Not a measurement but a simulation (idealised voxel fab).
process module | voxel wiring stack
cross-section cut | 170 nm wide | cells 5 nm
A cross-section is a grid of square cells, given in bands from the top down. A band is one or more rows of cells.
Each band's line starts with the height of the band's top and of its bottom, in nm. Then come its materials from left to right, each with its width in nm. One material with "throughout" fills the band from edge to edge. "air" is empty space.
Height 0 is the level under which the wafer as received is all one material. The lowest band goes on downwards, as in "0 down".
A width such as "30 to 40" changes by the same amount from each row of cells to the next, from the band's top row to its bottom row.
"no change" after a step means that no cell of the cross-section changed.
closed voids: empty space of 8 cells or more with no open way to the top, each as width x height at its distance from the left edge, in nm
after a step's settings: what the simulator itself notes on the step
overlay nm, on a step with a mask: how far to the right of its planned place the mask lay; to the left if negative
plan
1 op RECEIVE | material Si
2 op CONFORMAL_DEP | material SiO2 | thk nm 5
3 op DIRECTIONAL_DEP | material TiN | thk nm 5
4 op DIRECTIONAL_DEP | material Ru | thk nm 15
5 op PATTERN | tone cover | mask id METAL_1 | material resist | width nm 25 | pitch nm 40 | thk nm 15 | overlay nm 0
6 op DIRECTIONAL_ETCH | etch materials Ru | depth nm 15
7 op DIRECTIONAL_ETCH | etch materials TiN | depth nm 5
8 op STRIP | etch materials resist
9 op CONFORMAL_DEP | material SiCN | thk nm 5
10 op FILL_DEP | material lowk | thk nm 10
11 op CMP | height nm 35
12 op CONFORMAL_DEP | material SiCN | thk nm 5
13 op DIRECTIONAL_DEP | material lowk | thk nm 10
14 op PATTERN | tone open | mask id PLUG_1 | material resist | width nm 15 | thk nm 20 | overlay nm 0
15 op DIRECTIONAL_ETCH | etch materials lowk | depth nm 10
16 op DIRECTIONAL_ETCH | etch materials SiCN | depth nm 5
17 op STRIP | etch materials resist
18 op CONFORMAL_DEP | material TiN | thk nm 5
19 op FILL_DEP | material W | thk nm 10
20 op CMP | height nm 50
21 op DIRECTIONAL_DEP | material TiN | thk nm 5
22 op DIRECTIONAL_DEP | material Ru | thk nm 25
23 op DIRECTIONAL_DEP | material aC | thk nm 15
24 op PATTERN | tone cover | mask id METAL_2 | material resist | width nm 25 | pitch nm 40 | thk nm 30 | overlay nm 0
25 op DIRECTIONAL_ETCH | etch materials aC | depth nm 15
26 op STRIP | etch materials resist
27 op DIRECTIONAL_ETCH | etch materials Ru | depth nm 25
28 op DIRECTIONAL_ETCH | etch materials TiN | depth nm 5
29 op STRIP | etch materials aC
30 op FILL_DEP | material lowk | thk nm 5
31 op CMP | height nm 80
32 op CONFORMAL_DEP | material SiCN | thk nm 5
33 op DIRECTIONAL_DEP | material SiO2 | thk nm 25
34 op PATTERN | tone open | mask id METAL_3_HOLES | material resist | width nm 15 | thk nm 15 | overlay nm 0
35 op DIRECTIONAL_ETCH | etch materials SiO2 | depth nm 25
36 op STRIP | etch materials resist
37 op PATTERN | tone open | mask id METAL_3 | material resist | width nm 25 | pitch nm 40 | thk nm 15 | overlay nm 0
38 op DIRECTIONAL_ETCH | etch materials SiO2 | depth nm 15
39 op DIRECTIONAL_ETCH | etch materials SiCN | depth nm 5
40 op STRIP | etch materials resist
41 op CONFORMAL_DEP | material TiN | thk nm 5
42 op FILL_DEP | material Cu | thk nm 10
43 op CMP | height nm 110
44 op CONFORMAL_DEP | material SiN | thk nm 5
varied across the wafers: thk nm of step 2. The plan shows the first wafer's value. All wafers start alike
first wafer as received, after step 1
  0 down: Si throughout
  closed voids: none
each wafer at the end: cells of each material gained (+) or lost (-) since it was received, then its closed voids
thk nm 5 | +15 Cu | +80 Ru | +112 SiCN | +34 SiN | +168 SiO2 | +51 TiN | +2 W | +320 lowk | closed voids: none
thk nm 10 | +15 Cu | +80 Ru | +112 SiCN | +34 SiN | +202 SiO2 | +51 TiN | +2 W | +286 lowk | closed voids: none
thk nm 15 | +15 Cu | +80 Ru | +98 SiCN | +34 SiN | +236 SiO2 | +51 TiN | +2 W | +266 lowk | closed voids: none
thk nm 20 | +15 Cu | +70 Ru | +94 SiCN | +34 SiN | +270 SiO2 | +51 TiN | +2 W | +246 lowk | closed voids: none
thk nm 25 | +15 Cu | +60 Ru | +90 SiCN | +34 SiN | +304 SiO2 | +51 TiN | +2 W | +226 lowk | closed voids: none
thk nm 30 | +15 Cu | +50 Ru | +86 SiCN | +34 SiN | +338 SiO2 | +51 TiN | +2 W | +206 lowk | closed voids: none
